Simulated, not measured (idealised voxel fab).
The process module presented herein is designated voxel wiring stack.
It is cross-section cut that appears here, measuring 285 nm in width, its square cells being 5 nm in size.
Cross-section = grid of square cells, listed top down in bands; band = one or more rows.
Top, bottom (nm), then materials left to right with widths (nm); lone material tagged "full width" fills the whole band edge to edge; "empty" = empty space.
The reference from which all heights are counted is 0, the level beneath which the as-received wafer is entirely one material; the lowest band, having no lower bound, proceeds downward and is written after the example "0 and below".
It should be noted that a width expressed as "30 to 40" varies in equal increments from row to row of cells within the band, taking the value of the first number at the top row and that of the second number at the bottom row.
For the purposes of this document, the phrase "nothing was modified" attached to a step denotes that no cell within the cross-section was modified by that step.
In "Closed void catalog" the enclosed voids are listed, meaning empty spaces of 8 cells or larger without any opening to the top. The form is width x height at distance, distance from the left edge, units nm.
Read whatever lies past the settings on a step's line as the simulator's own remark about the step.
overlay nm: mask offset rightward from planned place, masked step; negative means leftward offset.
# Process steps - plan
1 RECEIVE: material Si
2 CONFORMAL_DEP: material SiO2, thk nm 15
3 DIRECTIONAL_DEP: material TiN, thk nm 5
4 DIRECTIONAL_DEP: material Ru, thk nm 15
5 MASKED_ETCH: tone cover, mask id METAL_1, width nm 20, pitch nm 40, etch materials Ru, depth nm 15, overlay nm 0
6 MASKED_ETCH: tone cover, mask id METAL_1, width nm 20, pitch nm 40, etch materials TiN, depth nm 5, overlay nm 0
7 CONFORMAL_DEP: material SiN, thk nm 5
8 FILL_DEP: material SiO2, thk nm 5
9 CMP: height nm 35
10 CONFORMAL_DEP: material SiCN, thk nm 5
11 DIRECTIONAL_DEP: material SiO2, thk nm 30
12 MASKED_ETCH: tone open, mask id METAL_2, width nm 20, pitch nm 40, etch materials SiO2, depth nm 20, overlay nm 0
13 MASKED_ETCH: tone open, mask id METAL_2_HOLES, width nm 15, pitch nm 40, etch materials SiO2, depth nm 10, overlay nm 0
14 MASKED_ETCH: tone open, mask id METAL_2_HOLES, width nm 15, pitch nm 40, etch materials SiCN, depth nm 5, overlay nm 0
15 CONFORMAL_DEP: material TiN, thk nm 5
16 FILL_DEP: material Ru, thk nm 10
17 CMP: height nm 70
18 CONFORMAL_DEP: material SiCN, thk nm 5
# Cross-section of the wafer at receipt, which is the condition after step 1
	0 and below  Si full width
	Closed void catalog: none
# first wafer at the end, as planned
	75 down to 70  SiCN full width
	70 down to 55  70 of SiO2 / 5 of TiN / 10 of Ru / 5 of TiN / 20 of SiO2 / 5 of TiN / 10 of Ru / 5 of TiN / 20 of SiO2 / 5 of TiN / 10 of Ru / 5 of TiN / 20 of SiO2 / 5 of TiN / 10 of Ru / 5 of TiN / 75 of SiO2
	55 down to 50  70 of SiO2 / 5 of TiN / 5 of Ru / 10 of TiN / 20 of SiO2 / 5 of TiN / 5 of Ru / 10 of TiN / 20 of SiO2 / 5 of TiN / 5 of Ru / 10 of TiN / 20 of SiO2 / 5 of TiN / 5 of Ru / 10 of TiN / 75 of SiO2
	50 down to 40  70 of SiO2 / 5 of TiN / 5 of Ru / 5 of TiN / 25 of SiO2 / 5 of TiN / 5 of Ru / 5 of TiN / 25 of SiO2 / 5 of TiN / 5 of Ru / 5 of TiN / 25 of SiO2 / 5 of TiN / 5 of Ru / 5 of TiN / 80 of SiO2
	40 down to 35  70 of SiCN / 15 of TiN / 25 of SiCN / 15 of TiN / 25 of SiCN / 15 of TiN / 25 of SiCN / 15 of TiN / 80 of SiCN
	35 down to 20  65 of SiO2 / 5 of SiN / 20 of Ru / 5 of SiN / 10 of SiO2 / 5 of SiN / 20 of Ru / 5 of SiN / 10 of SiO2 / 5 of SiN / 20 of Ru / 5 of SiN / 10 of SiO2 / 5 of SiN / 20 of Ru / 5 of SiN / 70 of SiO2
	20 down to 15  70 of SiN / 20 of TiN / 20 of SiN / 20 of TiN / 20 of SiN / 20 of TiN / 20 of SiN / 20 of TiN / 75 of SiN
	15 down to 0  SiO2 full width
	0 and below  Si full width
	Closed void catalog: none
# Cross-sectional view: second of two wafers, end of module; start and plan identical to the first, one mistake in running
	75 down to 70  SiCN full width
	70 down to 60  70 of SiO2 / 5 to 10 of TiN / 10 to 5 of Ru / 5 of TiN / 20 of SiO2 / 5 to 10 of TiN / 10 to 5 of Ru / 5 of TiN / 20 of SiO2 / 5 to 10 of TiN / 10 to 5 of Ru / 5 of TiN / 20 of SiO2 / 5 to 10 of TiN / 10 to 5 of Ru / 5 of TiN / 75 of SiO2
	60 down to 55  75 of SiO2 / 5 of TiN / 5 of Ru / 5 of TiN / 25 of SiO2 / 5 of TiN / 5 of Ru / 5 of TiN / 25 of SiO2 / 5 of TiN / 5 of Ru / 5 of TiN / 25 of SiO2 / 5 of TiN / 5 of Ru / 5 of TiN / 75 of SiO2
	55 down to 50  75 of SiO2 / 15 of TiN / 25 of SiO2 / 15 of TiN / 25 of SiO2 / 15 of TiN / 25 of SiO2 / 15 of TiN / 75 of SiO2
	50 down to 40  75 of SiO2 / 10 of TiN / 30 of SiO2 / 10 of TiN / 30 of SiO2 / 10 of TiN / 30 of SiO2 / 10 of TiN / 80 of SiO2
	40 down to 35  75 of SiCN / 10 of TiN / 30 of SiCN / 10 of TiN / 30 of SiCN / 10 of TiN / 30 of SiCN / 10 of TiN / 80 of SiCN
	35 down to 20  65 of SiO2 / 5 of SiN / 20 of Ru / 5 of SiN / 10 of SiO2 / 5 of SiN / 20 of Ru / 5 of SiN / 10 of SiO2 / 5 of SiN / 20 of Ru / 5 of SiN / 10 of SiO2 / 5 of SiN / 20 of Ru / 5 of SiN / 70 of SiO2
	20 down to 15  70 of SiN / 20 of TiN / 20 of SiN / 20 of TiN / 20 of SiN / 20 of TiN / 20 of SiN / 20 of TiN / 75 of SiN
	15 down to 0  SiO2 full width
	0 and below  Si full width
	Closed void catalog: none
what went wrong: step 12 ran as: MASKED_ETCH: tone open, mask id METAL_2, width nm 15, pitch nm 40, etch materials SiO2, depth nm 20, overlay nm 0
Count the cells at the end and the second wafer has more or fewer of some materials than the first: Ru -20; SiCN +4; SiO2 +16
